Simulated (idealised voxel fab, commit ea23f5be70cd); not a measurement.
This section sets out a process module, namely voxel capacitor over wiring.
Square cell edge 5 nm, section width 235 nm, ID cut.
In this document a cross-section is written as a grid of square cells. It is given as a series of bands, listed from the top down, and a band is one or more rows of cells.
Band: top and bottom heights (nm) first, top before bottom; then materials from left to right, widths in nm. "full width" marks a sole material filling the band edge to edge. "blank" denotes empty space.
Zero point of the height axis is 0; under it, received wafer = one material. Lowest band: continues down indefinitely, "from 0 down".
The two numbers in a width such as "30 to 40" mark its ends across the band: the first belongs to the top row of cells, the second to the bottom row, and from each row to the next the width moves by the same amount.
Basically "everything unchanged" means that step didn't change any cell in the cross-section.
"Entrapped void list": sealed empty spaces, 8 cells or more, no open way to top, listed width x height at distance, with distance from the left edge and width, height and distance in nm.
Anything after a step's settings on that line? It's the simulator's own note about the step.
On any step carrying a mask, the "overlay nm" setting, if present on the step's line, tells how far right of its planned place the mask lay; negative values point to the left.
Guide to the pairs. Each holds a before and an after cross-section around one process step; the after cross-section is cut off at the lowest band that changed. Look under the pair for the step between them and its settings. Pairs can come from different runs of this module on the same starting wafer, so a pair follows on from the one above it only where its entry headed "Before the process" says it does.
Before the process
* from 110 to 90  80 resist, then 15 blank, then 140 resist
* from 90 to 80  SiO2 full width
* from 80 to 70  70 SiO2, then 65 TiN, then 100 SiO2
* from 70 to 65  70 SiO2, then 65 SiN, then 100 SiO2
* from 65 to 60  65 SiO2, then 75 TiN, then 95 SiO2
* from 60 to 50  70 lowk, then 5 TiN, then 5 Ru, then 5 TiN, then 150 lowk
* from 50 to 45  70 lowk, then 15 TiN, then 150 lowk
* from 45 to 40  TiN full width
* from 40 to 20  60 SiO2, then 25 W, then 60 SiO2, then 25 W, then 65 SiO2
* from 20 to 15  60 SiO2, then 25 TiN, then 60 SiO2, then 25 TiN, then 65 SiO2
* from 15 to 0  SiO2 full width
* from 0 down  Si full width
* Entrapped void list: none
As Processed
* from 110 to 90  80 resist, then 15 blank, then 140 resist
* from 90 to 80  80 SiO2, then 15 blank, then 140 SiO2
* Unchanged below 80.
* Entrapped void list: none
Which process step falls between the two cross-sections above? op DIRECTIONAL_ETCH | etch materials SiO2 | depth nm 10
Before the process: The prior state of this step coincides with the post-step cross-section of the pair just above.
As Processed
* from 90 to 80  80 SiO2, then 15 blank, then 140 SiO2
* Unchanged below 80.
* Entrapped void list: none
Which process step falls between the two cross-sections above? op STRIP | etch materials resist
Before the process: The prior state of this step coincides with the post-step cross-section of the pair just above.
As Processed
* from 95 to 90  85 TiN, then 5 blank, then 145 TiN
* from 90 to 85  80 SiO2, then 5 TiN, then 5 blank, then 5 TiN, then 140 SiO2
* from 85 to 80  80 SiO2, then 15 TiN, then 140 SiO2
* Unchanged below 80.
* Entrapped void list: none
Which process step falls between the two cross-sections above? op CONFORMAL_DEP | material TiN | thk nm 5
Before the process: The prior state of this step coincides with the post-step cross-section of the pair just above.
As Processed
* from 100 to 95  Cu full width
* from 95 to 90  85 TiN, then 5 Cu, then 145 TiN
* from 90 to 85  80 SiO2, then 5 TiN, then 5 Cu, then 5 TiN, then 140 SiO2
* Unchanged below 85.
* Entrapped void list: none
Which process step falls between the two cross-sections above? op FILL_DEP | material Cu | thk nm 5
Before the process: The prior state of this step coincides with the post-step cross-section of the pair just above.
As Processed
* from 90 to 85  80 SiO2, then 5 TiN, then 5 Cu, then 5 TiN, then 140 SiO2
* Unchanged below 85.
* Entrapped void list: none
Which process step falls between the two cross-sections above? op CMP | height nm 90
Before the process: The prior state of this step coincides with the post-step cross-section of the pair just above.
As Processed
* from 95 to 90  SiN full width
* Unchanged below 90.
* Entrapped void list: none
Which process step falls between the two cross-sections above? op CONFORMAL_DEP | material SiN | thk nm 5
Before the process
* from 90 to 80  aC full width
* from 80 to 70  TiN full width
* from 70 to 65  SiN full width
* from 65 to 60  TiN full width
* from 60 to 45  70 lowk, then 5 TiN, then 5 Ru, then 5 TiN, then 150 lowk
* from 45 to 40  70 SiCN, then 15 TiN, then 150 SiCN
* from 40 to 20  60 SiO2, then 25 W, then 60 SiO2, then 25 W, then 65 SiO2
* from 20 to 15  60 SiO2, then 25 TiN, then 60 SiO2, then 25 TiN, then 65 SiO2
* from 15 to 0  SiO2 full width
* from 0 down  Si full width
* Entrapped void list: none
As Processed
* from 115 to 90  70 resist, then 65 blank, then 100 resist
* Unchanged below 90.
* Entrapped void list: none
Which process step falls between the two cross-sections above? op PATTERN | tone open | mask id UPPER_PLATE | material resist | width nm 65 | thk nm 25 | overlay nm 0
Before the process: The prior state of this step coincides with the post-step cross-section of the pair just above.
As Processed
* from 105 to 90  70 resist, then 65 blank, then 100 resist
* from 90 to 80  70 aC, then 65 blank, then 100 aC
* Unchanged below 80.
* Entrapped void list: none
Which process step falls between the two cross-sections above? op DIRECTIONAL_ETCH | etch materials aC | depth nm 10
Before the process: The prior state of this step coincides with the post-step cross-section of the pair just above.
As Processed
* from 90 to 80  70 aC, then 65 blank, then 100 aC
* Unchanged below 80.
* Entrapped void list: none
Which process step falls between the two cross-sections above? op STRIP | etch materials resist
Before the process: The prior state of this step coincides with the post-step cross-section of the pair just above.
As Processed
* from 90 to 80  70 aC, then 65 blank, then 100 aC
* from 80 to 70  70 TiN, then 65 blank, then 100 TiN
* Unchanged below 70.
* Entrapped void list: none
Which process step falls between the two cross-sections above? op DIRECTIONAL_ETCH | etch materials TiN | depth nm 10
Before the process: The prior state of this step coincides with the post-step cross-section of the pair just above.
As Processed
* from 90 to 80  70 aC, then 65 blank, then 100 aC
* from 80 to 70  70 TiN, then 65 blank, then 100 TiN
* from 70 to 65  70 SiN, then 65 blank, then 100 SiN
* Unchanged below 65.
* Entrapped void list: none
Which process step falls between the two cross-sections above? op DIRECTIONAL_ETCH | etch materials SiN | depth nm 5
Before the process: The prior state of this step coincides with the post-step cross-section of the pair just above.
As Processed
* from 80 to 70  70 TiN, then 65 blank, then 100 TiN
* Unchanged below 70.
* Entrapped void list: none
Which process step falls between the two cross-sections above? op STRIP | etch materials aC
Before the process: The prior state of this step coincides with the post-step cross-section of the pair just above.
As Processed
* from 90 to 80  70 aC, then 65 blank, then 100 aC
* from 80 to 75  70 TiN, then 65 blank, then 100 TiN
* from 75 to 70  70 TiN, then 65 aC, then 100 TiN
* from 70 to 65  70 SiN, then 65 aC, then 100 SiN
* Unchanged below 65.
* Entrapped void list: none
Which process step falls between the two cross-sections above? op DIRECTIONAL_DEP | material aC | thk nm 10
Before the process: The prior state of this step coincides with the post-step cross-section of the pair just above.
As Processed
* from 120 to 90  65 blank, then 75 resist, then 95 blank
* from 90 to 80  70 aC, then 65 resist, then 100 aC
* from 80 to 75  70 TiN, then 65 resist, then 100 TiN
* Unchanged below 75.
* Entrapped void list: none
Which process step falls between the two cross-sections above? op PATTERN | tone cover | mask id LOWER_PLATE | material resist | width nm 75 | thk nm 30 | overlay nm 0
Before the process: The prior state of this step coincides with the post-step cross-section of the pair just above.
As Processed
* from 110 to 90  65 blank, then 75 resist, then 95 blank
* from 90 to 80  65 blank, then 5 aC, then 65 resist, then 5 aC, then 95 blank
* Unchanged below 80.
* Entrapped void list: none
Which process step falls between the two cross-sections above? op DIRECTIONAL_ETCH | etch materials aC | depth nm 10
Before the process: The prior state of this step coincides with the post-step cross-section of the pair just above.
As Processed
* from 90 to 80  65 blank, then 5 aC, then 65 blank, then 5 aC, then 95 blank
* from 80 to 75  70 TiN, then 65 blank, then 100 TiN
* Unchanged below 75.
* Entrapped void list: none
Which process step falls between the two cross-sections above? op STRIP | etch materials resist
Before the process: The prior state of this step coincides with the post-step cross-section of the pair just above.
As Processed
* from 90 to 80  65 blank, then 5 aC, then 65 blank, then 5 aC, then 95 blank
* from 80 to 75  65 blank, then 5 TiN, then 65 blank, then 5 TiN, then 95 blank
* Unchanged below 75.
* Entrapped void list: none
Which process step falls between the two cross-sections above? op DIRECTIONAL_ETCH | etch materials TiN | depth nm 5
Before the process: The prior state of this step coincides with the post-step cross-section of the pair just above.
As Processed
* from 80 to 75  65 blank, then 5 TiN, then 65 blank, then 5 TiN, then 95 blank
* from 75 to 70  70 TiN, then 65 blank, then 100 TiN
* from 70 to 65  70 SiN, then 65 blank, then 100 SiN
* Unchanged below 65.
* Entrapped void list: none
Which process step falls between the two cross-sections above? op STRIP | etch materials aC
Before the process: The prior state of this step coincides with the post-step cross-section of the pair just above.
As Processed
* from 95 to 80  SiO2 full width
* from 80 to 75  65 SiO2, then 5 TiN, then 65 SiO2, then 5 TiN, then 95 SiO2
* from 75 to 70  70 TiN, then 65 SiO2, then 100 TiN
* from 70 to 65  70 SiN, then 65 SiO2, then 100 SiN
* Unchanged below 65.
* Entrapped void list: none
Which process step falls between the two cross-sections above? op FILL_DEP | material SiO2 | thk nm 15
Before the process: The prior state of this step coincides with the post-step cross-section of the pair just above.
As Processed
* from 90 to 80  SiO2 full width
* Unchanged below 80.
* Entrapped void list: none
Which process step falls between the two cross-sections above? op CMP | height nm 90
Before the process: The prior state of this step coincides with the post-step cross-section of the pair just above.
As Processed
* from 110 to 90  80 resist, then 15 blank, then 140 resist
* Unchanged below 90.
* Entrapped void list: none
Which process step falls between the two cross-sections above? op PATTERN | tone open | mask id PLUG_2 | material resist | width nm 15 | thk nm 20 | overlay nm 0
Before the process: The prior state of this step coincides with the post-step cross-section of the pair just above.
As Processed
* from 110 to 90  80 resist, then 15 blank, then 140 resist
* from 90 to 80  80 SiO2, then 15 blank, then 140 SiO2
* Unchanged below 80.
* Entrapped void list: none
Which process step falls between the two cross-sections above? op DIRECTIONAL_ETCH | etch materials SiO2 | depth nm 10
Before the process: The prior state of this step coincides with the post-step cross-section of the pair just above.
As Processed
* from 90 to 80  80 SiO2, then 15 blank, then 140 SiO2
* Unchanged below 80.
* Entrapped void list: none
Which process step falls between the two cross-sections above? op STRIP | etch materials resist
Before the process: The prior state of this step coincides with the post-step cross-section of the pair just above.
As Processed
* from 95 to 90  85 TiN, then 5 blank, then 145 TiN
* from 90 to 85  80 SiO2, then 5 TiN, then 5 blank, then 5 TiN, then 140 SiO2
* from 85 to 80  80 SiO2, then 15 TiN, then 140 SiO2
* Unchanged below 80.
* Entrapped void list: none
Which process step falls between the two cross-sections above? op CONFORMAL_DEP | material TiN | thk nm 5
Before the process: The prior state of this step coincides with the post-step cross-section of the pair just above.
As Processed
* from 100 to 95  Cu full width
* from 95 to 90  85 TiN, then 5 Cu, then 145 TiN
* from 90 to 85  80 SiO2, then 5 TiN, then 5 Cu, then 5 TiN, then 140 SiO2
* Unchanged below 85.
* Entrapped void list: none
Which process step falls between the two cross-sections above? op FILL_DEP | material Cu | thk nm 5
Before the process: The prior state of this step coincides with the post-step cross-section of the pair just above.
As Processed
* from 90 to 85  80 SiO2, then 5 TiN, then 5 Cu, then 5 TiN, then 140 SiO2
* Unchanged below 85.
* Entrapped void list: none
Which process step falls between the two cross-sections above? op CMP | height nm 90
Before the process: The prior state of this step coincides with the post-step cross-section of the pair just above.
As Processed
* from 95 to 90  SiN full width
* Unchanged below 90.
* Entrapped void list: none
Which process step falls between the two cross-sections above? op CONFORMAL_DEP | material SiN | thk nm 5
